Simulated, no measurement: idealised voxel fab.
process module | voxel gate over fins
cross-section cut | 170 nm wide | cells 5 nm
A cross-section is a grid of square cells, given in bands from the top down. A band is one or more rows of cells.
Each band's line starts with the height of the band's top and of its bottom, in nm. Then come its materials from left to right, each with its width in nm. One material with "throughout" fills the band from edge to edge. "air" is empty space.
Height 0 is the level under which the wafer as received is all one material. The lowest band goes on downwards, as in "0 down".
A width such as "30 to 40" changes by the same amount from each row of cells to the next, from the band's top row to its bottom row.
"no change" after a step means that no cell of the cross-section changed.
closed voids: empty space of 8 cells or more with no open way to the top, each as width x height at its distance from the left edge, in nm
after a step's settings: what the simulator itself notes on the step
overlay nm, on a step with a mask: how far to the right of its planned place the mask lay; to the left if negative
Each pair below shows a cross-section before one step and the cross-section after it, down to the lowest band that changed. The line under each pair gives the step between them, with its settings. The pairs can come from different runs of this module on the same starting wafer, so a pair continues from the pair above only where its "before" says so.
before
  20 to 15: TiN throughout
  15 to 10: HfO2 throughout
  10 to 0: TiAl throughout
  0 down: Si throughout
  closed voids: none
after
  25 to 20: TiAl throughout
  below 20: unchanged
  closed voids: none
the step between: op CONFORMAL_DEP | material TiAl | thk nm 5
before: the cross-section after the pair above
after
  30 to 25: TiN throughout
  below 25: unchanged
  closed voids: none
the step between: op CONFORMAL_DEP | material TiN | thk nm 5
before: the cross-section after the pair above
after
  45 to 30: W throughout
  below 30: unchanged
  closed voids: none
the step between: op FILL_DEP | material W | thk nm 15
before: the cross-section after the pair above
after
  30 to 25: TiN throughout
  below 25: unchanged
  closed voids: none
the step between: op CMP | height nm 30
before: the cross-section after the pair above
after
  40 to 30: SiCN throughout
  below 30: unchanged
  closed voids: none
the step between: op CONFORMAL_DEP | material SiCN | thk nm 10
before
  25 to 10: aC throughout
  10 to 0: SiN throughout
  0 down: Si throughout
  closed voids: none
after
  55 to 25: resist 55 | air 15 | resist 30 | air 15 | resist 55
  below 25: unchanged
  closed voids: none
the step between: op PATTERN | tone open | mask id FINS | material resist | width nm 15 | pitch nm 45 | thk nm 30 | overlay nm 0
before: the cross-section after the pair above
after
  40 to 25: resist 55 | air 15 | resist 30 | air 15 | resist 55
  25 to 10: aC 55 | air 15 | aC 30 | air 15 | aC 55
  below 10: unchanged
  closed voids: none
the step between: op DIRECTIONAL_ETCH | etch materials aC | depth nm 15
before: the cross-section after the pair above
after
  25 to 10: aC 55 | air 15 | aC 30 | air 15 | aC 55
  below 10: unchanged
  closed voids: none
the step between: op STRIP | etch materials resist
before: the cross-section after the pair above
after
  25 to 10: aC 55 | air 15 | aC 30 | air 15 | aC 55
  10 to 0: SiN 55 | air 15 | SiN 30 | air 15 | SiN 55
  below 0: unchanged
  closed voids: none
the step between: op DIRECTIONAL_ETCH | etch materials SiN | depth nm 10
before: the cross-section after the pair above
after
  25 to 10: aC 55 | air 15 | aC 30 | air 15 | aC 55
  10 to 0: SiN 55 | air 15 | SiN 30 | air 15 | SiN 55
  0 to -40: Si 55 | air 15 | Si 30 | air 15 | Si 55
  below -40: unchanged
  closed voids: none
the step between: op DIRECTIONAL_ETCH | etch materials Si | depth nm 40
before: the cross-section after the pair above
after
  10 to 0: SiN 55 | air 15 | SiN 30 | air 15 | SiN 55
  below 0: unchanged
  closed voids: none
the step between: op STRIP | etch materials aC
before: the cross-section after the pair above
after
  20 to 10: SiO2 throughout
  10 to 0: SiN 55 | SiO2 15 | SiN 30 | SiO2 15 | SiN 55
  0 to -40: Si 55 | SiO2 15 | Si 30 | SiO2 15 | Si 55
  below -40: unchanged
  closed voids: none
the step between: op FILL_DEP | material SiO2 | thk nm 10
before: the cross-section after the pair above
after
  10 to 0: SiN 55 | SiO2 15 | SiN 30 | SiO2 15 | SiN 55
  below 0: unchanged
  closed voids: none
the step between: op CMP | height nm 10
before: the cross-section after the pair above
after
  10 to 0: SiN 55 | air 15 | SiN 30 | air 15 | SiN 55
  0 to -15: Si 55 | air 15 | Si 30 | air 15 | Si 55
  below -15: unchanged
  closed voids: none
the step between: op SELECTIVE_ETCH | etch materials SiO2 | depth nm 25
before: the cross-section after the pair above
after
  0 to -15: Si 55 | air 15 | Si 30 | air 15 | Si 55
  below -15: unchanged
  closed voids: none
the step between: op STRIP | etch materials SiN
before: the cross-section after the pair above
after
  5 to 0: HfO2 60 | air 5 | HfO2 40 | air 5 | HfO2 60
  0 to -10: Si 55 | HfO2 5 | air 5 | HfO2 5 | Si 30 | HfO2 5 | air 5 | HfO2 5 | Si 55
  -10 to -15: Si 55 | HfO2 15 | Si 30 | HfO2 15 | Si 55
  below -15: unchanged
  closed voids: none
the step between: op CONFORMAL_DEP | material HfO2 | thk nm 5
before: the cross-section after the pair above
after
  10 to 5: TiN throughout
  5 to 0: HfO2 60 | TiN 5 | HfO2 40 | TiN 5 | HfO2 60
  0 to -10: Si 55 | HfO2 5 | TiN 5 | HfO2 5 | Si 30 | HfO2 5 | TiN 5 | HfO2 5 | Si 55
  below -10: unchanged
  closed voids: none
the step between: op CONFORMAL_DEP | material TiN | thk nm 5
before: the cross-section after the pair above
after
  15 to 10: TiAl throughout
  below 10: unchanged
  closed voids: none
the step between: op CONFORMAL_DEP | material TiAl | thk nm 5
before: the cross-section after the pair above
after
  20 to 15: TiN throughout
  below 15: unchanged
  closed voids: none
the step between: op CONFORMAL_DEP | material TiN | thk nm 5
before: the cross-section after the pair above
after
  35 to 20: W throughout
  below 20: unchanged
  closed voids: none
the step between: op FILL_DEP | material W | thk nm 15
before: the cross-section after the pair above
after
  30 to 20: W throughout
  below 20: unchanged
  closed voids: none
the step between: op CMP | height nm 30
before: the cross-section after the pair above
after
  40 to 30: SiCN throughout
  below 30: unchanged
  closed voids: none
the step between: op CONFORMAL_DEP | material SiCN | thk nm 10
